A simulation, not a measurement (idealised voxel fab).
You're looking at the process module voxel self aligned contacts.
For reference, the cross-section in this document is cut, with width 225 nm and square cells of 5 nm.
The cross-sections in this document take the form of a grid made of square cells. They are written out as bands, in order from top to bottom. Each band consists of one or more rows of cells. Top height, bottom height, nm. Materials left to right, width each, nm. Single material + "everywhere" = fills band edge to edge. "air" = empty. Zero point of the height axis is 0; under it, received wafer = one material. Lowest band: continues down indefinitely, "top 0, no bottom". Graded width ("30 to 40"): value in top row of band = first number; value in bottom row = second number; row-to-row change constant. Take "no alteration" at face value: in the step it is given for, the cross-section changed in none of its cells. "Sealed cavities" - sealed voids, min. 8 cells, no opening to top; format: width x height at distance (distance from left edge; nm throughout). Note: text after step settings on the step line = simulator remark on that step. Steps that use a mask can have "overlay nm" on their line. It says how far the mask sat to the right of where it was meant to be. Negative means to the left.

The steps planned for the process are as follows:
| 1 | RECEIVE | material Si |
| 2 | OXIDIZE | depth nm 5 |
| 3 | DIRECTIONAL_DEP | material polySi | thk nm 20 |
| 4 | DIRECTIONAL_DEP | material SiN | thk nm 20 |
| 5 | DIRECTIONAL_DEP | material aC | thk nm 10 |
| 6 | PATTERN | tone cover | mask id GATE | material resist | width nm 25 | pitch nm 50 | thk nm 30 | overlay nm 0 |
| 7 | DIRECTIONAL_ETCH | etch materials aC | depth nm 10 |
| 8 | STRIP | etch materials resist |
| 9 | DIRECTIONAL_ETCH | etch materials SiN | depth nm 20 |
| 10 | DIRECTIONAL_ETCH | etch materials polySi | depth nm 20 |
| 11 | STRIP | etch materials aC |
| 12 | CONFORMAL_DEP | material SiN | thk nm 5 |
| 13 | DIRECTIONAL_ETCH | etch materials SiN | depth nm 5 |
| 14 | FILL_DEP | material SiO2 | thk nm 15 |
| 15 | CMP | height nm 50 |
| 16 | PATTERN | tone open | mask id CONTACT | material resist | width nm 35 | pitch nm 50 | thk nm 20 | overlay nm 0 |
| 17 | DIRECTIONAL_ETCH | etch materials SiO2 | depth nm 55 |
| 18 | STRIP | etch materials resist |
| 19 | CONFORMAL_DEP | material TiN | thk nm 5 |
| 20 | FILL_DEP | material Ru | thk nm 5 |
| 21 | CMP | height nm 50 |
| 22 | CONFORMAL_DEP | material SiCN | thk nm 5 |

Wafer cross-section on receipt, i.e. after step 1:
    top 0, no bottom | Si everywhere
    Sealed cavities: none

The plan above was carried out on the starting structure above with one mistake, and this cross-section shows the wafer at the end of the module:
    top 55, bottom 50 | SiCN everywhere
    top 50, bottom 40 | SiO2 (70), TiN (5), Ru (25), TiN (5), SiO2 (15), TiN (5), Ru (25), TiN (5), SiO2 (70)
    top 40, bottom 35 | SiO2 (70), TiN (10), Ru (15), TiN (10), SiO2 (15), TiN (10), Ru (15), TiN (10), SiO2 (70)
    top 35, bottom 20 | SiO2 (50), SiN (25), TiN (5), Ru (15), TiN (5), SiN (25), TiN (5), Ru (15), TiN (5), SiN (25), SiO2 (50)
    top 20, bottom 0 | SiO2 (50), polySi (25), TiN (5), Ru (15), TiN (5), polySi (25), TiN (5), Ru (15), TiN (5), polySi (25), SiO2 (50)
    top 0, bottom -5 | SiO2 (75), TiN (25), SiO2 (25), TiN (25), SiO2 (75)
    top -5, no bottom | Si everywhere
    Sealed cavities: none
Misprocessing identified: step 12 of the plan never got run, it was skipped over
